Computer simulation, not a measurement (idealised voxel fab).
Name of the process module below: voxel self aligned contacts
Cross-section cut: width 270 nm, square cells of 5 nm.
A cross-section in this document is a grid of square cells, and it is written down as bands, the top band listed before the ones below it; a band is made up of one or more rows of cells. First you get the band's top height and its bottom height, in nm, and then the materials it's made of, left to right, with each width in nm. If you see a single material with "throughout", that one covers the band edge to edge. "empty" is empty space. Heights are measured from 0, the level below which the as-received wafer is all one material; the lowest band has no bottom and continues downward, written as in "0 down". Width: "30->40" (first number = top row, second number = bottom row, same change from row to row of cells). "nothing was modified" means the step left every cell of the cross-section as it was. Look at "Sealed cavities" for the closed voids: empty spaces with no open path to the top, sized 8 cells or up. Each is width x height at distance, distance from the left edge, all nm. It should be noted that, on the line of a given step, the content following the step's settings is a remark produced by the simulator itself with respect to that step. The optional step-line setting "overlay nm" applies to steps with a mask and quantifies how far to the right of its planned location the mask lay, a negative value indicating leftward placement.

### Set out below are the planned steps of the process
step 1: RECEIVE, material Si
step 2: OXIDIZE, depth nm 5
step 3: DIRECTIONAL_DEP, material polySi, thk nm 25
step 4: DIRECTIONAL_DEP, material SiN, thk nm 25
step 5: DIRECTIONAL_DEP, material aC, thk nm 15
step 6: PATTERN, tone cover, mask id GATE, material resist, width nm 35, pitch nm 80, thk nm 30, overlay nm 0
step 7: DIRECTIONAL_ETCH, etch materials aC, depth nm 15
step 8: STRIP, etch materials resist
step 9: DIRECTIONAL_ETCH, etch materials SiN, depth nm 25
step 10: DIRECTIONAL_ETCH, etch materials polySi, depth nm 25
step 11: STRIP, etch materials aC
step 12: CONFORMAL_DEP, material SiN, thk nm 10
step 13: DIRECTIONAL_ETCH, etch materials SiN, depth nm 10
step 14: FILL_DEP, material SiO2, thk nm 15
step 15: CMP, height nm 60
step 16: DIRECTIONAL_DEP, material aC, thk nm 10
step 17: PATTERN, tone open, mask id CONTACT, material resist, width nm 65, thk nm 25, overlay nm 0
step 18: DIRECTIONAL_ETCH, etch materials aC, depth nm 10
step 19: STRIP, etch materials resist
step 20: DIRECTIONAL_ETCH, etch materials SiO2, depth nm 65
step 21: STRIP, etch materials aC
step 22: CONFORMAL_DEP, material TiN, thk nm 5
step 23: FILL_DEP, material Ru, thk nm 10
step 24: CMP, height nm 60
step 25: CONFORMAL_DEP, material SiN, thk nm 5

### Wafer as received: cross-section following step 1
- 0 down = Si throughout
- Sealed cavities: none

### End-of-module cross-section of the first of two wafers, processed as planned
- 65 to 60 = SiN throughout
- 60 to 50 = SiO2: 100; TiN: 5->25; Ru: 55->15; TiN: 5->25; SiO2: 105
- 50 to 25 = SiO2: 65; SiN: 55; TiN: 5; Ru: 15; TiN: 5; SiN: 55; SiO2: 70
- 25 to 0 = SiO2: 65; SiN: 10; polySi: 35; SiN: 10; TiN: 5; Ru: 15; TiN: 5; SiN: 10; polySi: 35; SiN: 10; SiO2: 70
- 0 to -5 = SiO2: 120; TiN: 25; SiO2: 125
- -5 down = Si throughout
- Sealed cavities: none

### Cross-section of the latter of the two wafers at module completion. It had an identical start and an identical plan to the former; in running it, one mistake was made
- 65 to 60 = SiN throughout
- 60 to 50 = Ru: 95->60; TiN: 5->40; SiO2: 65; TiN: 5->40; Ru: 100->65
- 50 to 25 = Ru: 60; TiN: 5; SiN: 55; SiO2: 25; SiN: 55; TiN: 5; Ru: 65
- 25 to 0 = Ru: 60; TiN: 5; SiN: 10; polySi: 35; SiN: 10; SiO2: 25; SiN: 10; polySi: 35; SiN: 10; TiN: 5; Ru: 65
- 0 to -5 = TiN: 65; SiO2: 135; TiN: 70
- -5 down = Si throughout
- Sealed cavities: none
It is concluded that the wafer was processed incorrectly with respect to the plan, in that not per plan at step 17, really ran PATTERN, tone cover, mask id CONTACT, material resist, width nm 65, thk nm 25, overlay nm 0
Wafer comparison, final, in cells, second relative to first, materials more or fewer: Ru: 270 more, SiO2: 298 fewer, TiN: 28 more
